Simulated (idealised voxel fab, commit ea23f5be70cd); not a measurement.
process module | voxel wiring stack
cross-section cut | 205 nm wide | cells 5 nm
A cross-section is a grid of square cells, given in bands from the top down. A band is one or more rows of cells.
Each band's line starts with the height of the band's top and of its bottom, in nm. Then come its materials from left to right, each with its width in nm. One material with "throughout" fills the band from edge to edge. "air" is empty space.
Height 0 is the level under which the wafer as received is all one material. The lowest band goes on downwards, as in "0 down".
A width such as "30 to 40" changes by the same amount from each row of cells to the next, from the band's top row to its bottom row.
"no change" after a step means that no cell of the cross-section changed.
closed voids: empty space of 8 cells or more with no open way to the top, each as width x height at its distance from the left edge, in nm
after a step's settings: what the simulator itself notes on the step
overlay nm, on a step with a mask: how far to the right of its planned place the mask lay; to the left if negative
plan
1 op RECEIVE | material Si
2 op CONFORMAL_DEP | material SiO2 | thk nm 15
3 op DIRECTIONAL_DEP | material TiN | thk nm 5
4 op DIRECTIONAL_DEP | material W | thk nm 25
5 op DIRECTIONAL_DEP | material aC | thk nm 15
6 op PATTERN | tone cover | mask id METAL_1 | material resist | width nm 20 | pitch nm 40 | thk nm 30 | overlay nm 0
7 op DIRECTIONAL_ETCH | etch materials aC | depth nm 15
8 op STRIP | etch materials resist
9 op DIRECTIONAL_ETCH | etch materials W | depth nm 25
10 op DIRECTIONAL_ETCH | etch materials TiN | depth nm 5
11 op STRIP | etch materials aC
12 op CONFORMAL_DEP | material SiCN | thk nm 5
13 op FILL_DEP | material SiO2 | thk nm 5
14 op CMP | height nm 45
15 op CONFORMAL_DEP | material SiCN | thk nm 5
16 op DIRECTIONAL_DEP | material lowk | thk nm 30
17 op MASKED_ETCH | tone open | mask id METAL_2_HOLES | width nm 15 | pitch nm 80 | etch materials lowk | depth nm 30 | overlay nm 0
18 op PATTERN | tone open | mask id METAL_2 | material resist | width nm 20 | pitch nm 40 | thk nm 20 | overlay nm 0
19 op DIRECTIONAL_ETCH | etch materials lowk | depth nm 15
20 op DIRECTIONAL_ETCH | etch materials SiCN | depth nm 5
21 op STRIP | etch materials resist
22 op CONFORMAL_DEP | material TiN | thk nm 5
23 op FILL_DEP | material Cu | thk nm 5
24 op CMP | height nm 80
25 op CONFORMAL_DEP | material SiCN | thk nm 5
26 op DIRECTIONAL_DEP | material SiO2 | thk nm 30
27 op MASKED_ETCH | tone open | mask id METAL_3 | width nm 20 | pitch nm 40 | etch materials SiO2 | depth nm 15 | overlay nm 0
28 op MASKED_ETCH | tone open | mask id METAL_3_HOLES | width nm 15 | pitch nm 80 | etch materials SiO2 | depth nm 15 | overlay nm 0
29 op MASKED_ETCH | tone open | mask id METAL_3_HOLES | width nm 15 | pitch nm 80 | etch materials SiCN | depth nm 5 | overlay nm 0
30 op CONFORMAL_DEP | material TiN | thk nm 5
31 op FILL_DEP | material Ru | thk nm 5
32 op CMP | height nm 115
33 op CONFORMAL_DEP | material SiCN | thk nm 5
34 op DIRECTIONAL_DEP | material SiO2 | thk nm 25
35 op MASKED_ETCH | tone open | mask id METAL_4 | width nm 20 | pitch nm 40 | etch materials SiO2 | depth nm 15 | overlay nm 0
36 op PATTERN | tone open | mask id METAL_4_HOLES | material resist | width nm 15 | pitch nm 80 | thk nm 20 | overlay nm 0
37 op DIRECTIONAL_ETCH | etch materials SiO2 | depth nm 10
38 op DIRECTIONAL_ETCH | etch materials SiCN | depth nm 5
39 op STRIP | etch materials resist
40 op CONFORMAL_DEP | material TiN | thk nm 5
41 op FILL_DEP | material Ru | thk nm 10
42 op CMP | height nm 145
43 op CONFORMAL_DEP | material SiN | thk nm 5
as received, after step 1
  0 down: Si throughout
  closed voids: none
first wafer at the end, as planned
  150 to 145: SiN throughout
  145 to 135: SiO2 30 | TiN 5 | Ru 10 | TiN 5 | SiO2 20 | TiN 5 | Ru 10 | TiN 5 | SiO2 20 | TiN 5 | Ru 10 | TiN 5 | SiO2 20 | TiN 5 | Ru 10 | TiN 5 | SiO2 35
  135 to 130: SiO2 30 | TiN 5 | Ru 5 | TiN 10 | SiO2 20 | TiN 20 | SiO2 20 | TiN 5 | Ru 5 | TiN 10 | SiO2 20 | TiN 20 | SiO2 35
  130 to 120: SiO2 30 | TiN 5 | Ru 5 | TiN 5 | SiO2 65 | TiN 5 | Ru 5 | TiN 5 | SiO2 80
  120 to 115: SiCN 30 | TiN 15 | SiCN 65 | TiN 15 | SiCN 80
  115 to 105: SiO2 30 | TiN 5 | Ru 10 | TiN 5 | SiO2 20 | TiN 5 | Ru 10 | TiN 5 | SiO2 20 | TiN 5 | Ru 10 | TiN 5 | SiO2 20 | TiN 5 | Ru 10 | TiN 5 | SiO2 35
  105 to 100: SiO2 30 | TiN 5 | Ru 5 | TiN 10 | SiO2 20 | TiN 20 | SiO2 20 | TiN 5 | Ru 5 | TiN 10 | SiO2 20 | TiN 20 | SiO2 35
  100 to 85: SiO2 30 | TiN 5 | Ru 5 | TiN 5 | SiO2 65 | TiN 5 | Ru 5 | TiN 5 | SiO2 80
  85 to 80: SiCN 30 | TiN 15 | SiCN 65 | TiN 15 | SiCN 80
  80 to 70: lowk 30 | TiN 5 | Cu 10 | TiN 5 | lowk 20 | TiN 5 | Cu 10 | TiN 5 | lowk 20 | TiN 5 | Cu 10 | TiN 5 | lowk 20 | TiN 5 | Cu 10 | TiN 5 | lowk 35
  70 to 65: lowk 30 | TiN 5 | Cu 5 | TiN 10 | lowk 20 | TiN 20 | lowk 20 | TiN 5 | Cu 5 | TiN 10 | lowk 20 | TiN 20 | lowk 35
  65 to 50: lowk 30 | TiN 5 | Cu 5 | TiN 5 | lowk 65 | TiN 5 | Cu 5 | TiN 5 | lowk 80
  50 to 45: SiCN 30 | TiN 15 | SiCN 65 | TiN 15 | SiCN 80
  45 to 20: SiO2 25 | SiCN 5 | W 20 | SiCN 5 | SiO2 10 | SiCN 5 | W 20 | SiCN 5 | SiO2 10 | SiCN 5 | W 20 | SiCN 5 | SiO2 10 | SiCN 5 | W 20 | SiCN 5 | SiO2 30
  20 to 15: SiCN 30 | TiN 20 | SiCN 20 | TiN 20 | SiCN 20 | TiN 20 | SiCN 20 | TiN 20 | SiCN 35
  15 to 0: SiO2 throughout
  0 down: Si throughout
  closed voids: none
second wafer at the end: like start, like plan, one mistake
  150 to 145: SiN throughout
  145 to 140: SiCN 30 | TiN 15 | SiCN 65 | TiN 15 | SiCN 80
  140 to 115: SiO2 throughout
  115 to 105: SiO2 30 | TiN 5 | Ru 10 | TiN 5 | SiO2 20 | TiN 5 | Ru 10 | TiN 5 | SiO2 20 | TiN 5 | Ru 10 | TiN 5 | SiO2 20 | TiN 5 | Ru 10 | TiN 5 | SiO2 35
  105 to 100: SiO2 30 | TiN 5 | Ru 5 | TiN 10 | SiO2 20 | TiN 20 | SiO2 20 | TiN 5 | Ru 5 | TiN 10 | SiO2 20 | TiN 20 | SiO2 35
  100 to 85: SiO2 30 | TiN 5 | Ru 5 | TiN 5 | SiO2 65 | TiN 5 | Ru 5 | TiN 5 | SiO2 80
  85 to 80: SiCN 30 | TiN 15 | SiCN 65 | TiN 15 | SiCN 80
  80 to 70: lowk 30 | TiN 5 | Cu 10 | TiN 5 | lowk 20 | TiN 5 | Cu 10 | TiN 5 | lowk 20 | TiN 5 | Cu 10 | TiN 5 | lowk 20 | TiN 5 | Cu 10 | TiN 5 | lowk 35
  70 to 65: lowk 30 | TiN 5 | Cu 5 | TiN 10 | lowk 20 | TiN 20 | lowk 20 | TiN 5 | Cu 5 | TiN 10 | lowk 20 | TiN 20 | lowk 35
  65 to 50: lowk 30 | TiN 5 | Cu 5 | TiN 5 | lowk 65 | TiN 5 | Cu 5 | TiN 5 | lowk 80
  50 to 45: SiCN 30 | TiN 15 | SiCN 65 | TiN 15 | SiCN 80
  45 to 20: SiO2 25 | SiCN 5 | W 20 | SiCN 5 | SiO2 10 | SiCN 5 | W 20 | SiCN 5 | SiO2 10 | SiCN 5 | W 20 | SiCN 5 | SiO2 10 | SiCN 5 | W 20 | SiCN 5 | SiO2 30
  20 to 15: SiCN 30 | TiN 20 | SiCN 20 | TiN 20 | SiCN 20 | TiN 20 | SiCN 20 | TiN 20 | SiCN 35
  15 to 0: SiO2 throughout
  0 down: Si throughout
  closed voids: none
what went wrong: steps 33 and 34 were swapped
at the end the second wafer has, in cells: 22 fewer of Ru | 60 more of SiO2 | 38 fewer of TiN
